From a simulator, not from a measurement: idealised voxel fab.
Presented below is a process module, voxel released beams.
This is section cut - it's 140 nm across, gridded in 5 nm square cells.
In this document a cross-section is written as a grid of square cells. It is given as a series of bands, listed from the top down, and a band is one or more rows of cells. Each band's line starts with the height of the band's top and of its bottom, in nm. Then come its materials from left to right, each with its width in nm. One material with "edge to edge" fills the band from edge to edge. "air" is empty space. Heads up on the height convention: 0 is the point under which the incoming wafer is all one material, and the lowest band has no bottom, it just keeps going down, like "top 0, no bottom". So if you see something like "30..40" for the width, read it as the top row of the band sitting at the first number and the bottom row at the second, with every row in between moving by the same amount as the last. "nothing was modified", as given for a step, is the statement that not any cell of the cross-section underwent a change during that step. The entry "Enclosed cavities" lists the empty spaces that cover at least 8 cells and have no open path to the top. Each is written as width x height at distance, where the distance is measured from the left edge and all three values are in nm. after a step's settings: what the simulator itself notes on the step. overlay nm: mask offset rightward from planned place, masked step; negative means leftward offset.
# plan
- 1: RECEIVE,material Si
- 2: CONFORMAL_DEP,material SiN,thk nm 5
- 3: DIRECTIONAL_DEP,material SiO2,thk nm 10
- 4: DIRECTIONAL_DEP,material aC,thk nm 15
- 5: PATTERN,tone open,mask id ANCHOR,material resist,width nm 25,thk nm 30,overlay nm 0
- 6: DIRECTIONAL_ETCH,etch materials aC,depth nm 15
- 7: STRIP,etch materials resist
- 8: DIRECTIONAL_ETCH,etch materials SiO2,depth nm 10
- 9: STRIP,etch materials aC
- 10: CONFORMAL_DEP,material W,thk nm 10
- 11: MASKED_ETCH,tone cover,mask id BEAM,width nm 70,etch materials W,depth nm 5,overlay nm 0
- 12: STRIP,etch materials SiO2
Keep in mind the plan's value for the depth nm of step 11 comes from the first wafer; the wafers don't share that setting, but they do share the same starting point.
# first wafer as received, after step 1
- top 0, no bottom  Si edge to edge
- Enclosed cavities: none
# At the end of the module, after its last step, step 12, the first of several wafers appears in cross-section as follows
- top 25, bottom 20  30 of air | 15 of W | 5 of air | 50 of W | 40 of air
- top 20, bottom 15  45 of W | 5 of air | 90 of W
- top 15, bottom 5  35 of SiO2 | 25 of W | 80 of SiO2
- top 5, bottom 0  SiN edge to edge
- top 0, no bottom  Si edge to edge
- Enclosed cavities: none
# Cross-sectional view of the final wafer of several at the module's end
- top 25, bottom 15  30 of air | 15 of W | 5 of air | 50 of W | 40 of air
- top 15, bottom 5  35 of air | 25 of W | 80 of air
- top 5, bottom 0  SiN edge to edge
- top 0, no bottom  Si edge to edge
- Enclosed cavities: none
# Each row below is a wafer at the end of the module, listing for every material the number of cells it has gained (+) or lost (-) since it was received, followed by its closed voids
depth nm 5; +28 SiN; +46 SiO2; +50 W; Enclosed cavities: none
depth nm 10; +28 SiN; +36 W; Enclosed cavities: none
depth nm 15; +28 SiN; +36 W; Enclosed cavities: none
depth nm 20; +28 SiN; +36 W; Enclosed cavities: none
depth nm 25; +28 SiN; +36 W; Enclosed cavities: none
